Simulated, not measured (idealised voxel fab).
process module | voxel ribs on slabs
cross-section cut | 175 nm wide | cells 5 nm
A cross-section is a grid of square cells, given in bands from the top down. A band is one or more rows of cells.
Each band's line starts with the height of the band's top and of its bottom, in nm. Then come its materials from left to right, each with its width in nm. One material with "throughout" fills the band from edge to edge. "air" is empty space.
Height 0 is the level under which the wafer as received is all one material. The lowest band goes on downwards, as in "0 down".
A width such as "30 to 40" changes by the same amount from each row of cells to the next, from the band's top row to its bottom row.
"no change" after a step means that no cell of the cross-section changed.
closed voids: empty space of 8 cells or more with no open way to the top, each as width x height at its distance from the left edge, in nm
after a step's settings: what the simulator itself notes on the step
overlay nm, on a step with a mask: how far to the right of its planned place the mask lay; to the left if negative
plan
1 op RECEIVE | material Si
2 op DIRECTIONAL_DEP | material SiO2 | thk nm 25
3 op DIRECTIONAL_DEP | material SiN | thk nm 25
4 op DIRECTIONAL_DEP | material aC | thk nm 10
5 op PATTERN | tone cover | mask id RIB | material resist | width nm 25 | thk nm 25 | overlay nm 0
6 op DIRECTIONAL_ETCH | etch materials aC | depth nm 10
7 op STRIP | etch materials resist
8 op DIRECTIONAL_ETCH | etch materials SiN | depth nm 20
9 op STRIP | etch materials aC
10 op PATTERN | tone cover | mask id SLAB | material resist | width nm 65 | thk nm 20 | overlay nm 0
11 op DIRECTIONAL_ETCH | etch materials SiN | depth nm 5
12 op STRIP | etch materials resist
13 op FILL_DEP | material SiO2 | thk nm 25
14 op CMP | height nm 65
15 op DIRECTIONAL_DEP | material TiN | thk nm 5
16 op PATTERN | tone cover | mask id HEATER | material resist | width nm 35 | thk nm 15 | overlay nm 0
17 op DIRECTIONAL_ETCH | etch materials TiN | depth nm 5
18 op STRIP | etch materials resist
19 op CONFORMAL_DEP | material SiN | thk nm 5
first wafer, as planned
as received, after step 1
  0 down: Si throughout
  closed voids: none
after step 2
  25 to 0: SiO2 throughout
  below 0: unchanged
after step 3
  50 to 25: SiN throughout
  below 25: unchanged
after step 4
  60 to 50: aC throughout
  below 50: unchanged
after step 5
  85 to 60: air 75 | resist 25 | air 75
  below 60: unchanged
after step 6
  75 to 60: air 75 | resist 25 | air 75
  60 to 50: air 75 | aC 25 | air 75
  below 50: unchanged
after step 7
  60 to 50: air 75 | aC 25 | air 75
  below 50: unchanged
after step 8
  60 to 50: air 75 | aC 25 | air 75
  50 to 30: air 75 | SiN 25 | air 75
  below 30: unchanged
after step 9
  50 to 30: air 75 | SiN 25 | air 75
  below 30: unchanged
after step 10
  70 to 50: air 55 | resist 65 | air 55
  50 to 30: air 55 | resist 20 | SiN 25 | resist 20 | air 55
  below 30: unchanged
after step 11
  70 to 50: air 55 | resist 65 | air 55
  50 to 30: air 55 | resist 20 | SiN 25 | resist 20 | air 55
  30 to 25: air 55 | SiN 65 | air 55
  below 25: unchanged
after step 12
  50 to 30: air 75 | SiN 25 | air 75
  below 30: unchanged
after step 13
  75 to 50: SiO2 throughout
  50 to 30: SiO2 75 | SiN 25 | SiO2 75
  30 to 25: SiO2 55 | SiN 65 | SiO2 55
  below 25: unchanged
after step 14
  65 to 50: SiO2 throughout
  below 50: unchanged
after step 15
  70 to 65: TiN throughout
  below 65: unchanged
after step 16
  85 to 70: air 70 | resist 35 | air 70
  below 70: unchanged
after step 17
  85 to 70: air 70 | resist 35 | air 70
  70 to 65: air 70 | TiN 35 | air 70
  below 65: unchanged
after step 18
  70 to 65: air 70 | TiN 35 | air 70
  below 65: unchanged
after step 19
  75 to 70: air 65 | SiN 45 | air 65
  70 to 65: SiN 70 | TiN 35 | SiN 70
  below 65: unchanged
second wafer: like start, like plan, one mistake. Through step 9 it matches the first wafer
when step 10 should have ended
  70 to 50: air 55 | resist 70 | air 50
  50 to 30: air 55 | resist 20 | SiN 25 | resist 25 | air 50
  below 30: unchanged
when step 11 should have ended
  70 to 50: air 55 | resist 70 | air 50
  50 to 30: air 55 | resist 20 | SiN 25 | resist 25 | air 50
  30 to 25: air 55 | SiN 70 | air 50
  below 25: unchanged
when step 12 should have ended
  50 to 30: air 75 | SiN 25 | air 75
  below 30: unchanged
when step 13 should have ended
  75 to 50: SiO2 throughout
  50 to 30: SiO2 75 | SiN 25 | SiO2 75
  30 to 25: SiO2 55 | SiN 70 | SiO2 50
  below 25: unchanged
when step 14 should have ended
  65 to 50: SiO2 throughout
  below 50: unchanged
when step 15 should have ended
  70 to 65: TiN throughout
  below 65: unchanged
when step 16 should have ended
  85 to 70: air 70 | resist 35 | air 70
  below 70: unchanged
when step 17 should have ended
  85 to 70: air 70 | resist 35 | air 70
  70 to 65: air 70 | TiN 35 | air 70
  below 65: unchanged
when step 18 should have ended
  70 to 65: air 70 | TiN 35 | air 70
  below 65: unchanged
when step 19 should have ended
  75 to 70: air 65 | SiN 45 | air 65
  70 to 65: SiN 70 | TiN 35 | SiN 70
  below 65: unchanged
what went wrong: step 10 ran as: op PATTERN | tone cover | mask id SLAB | material resist | width nm 70 | thk nm 20 | overlay nm 0
at the end the second wafer has, in cells: 1 more of SiN | 1 fewer of SiO2
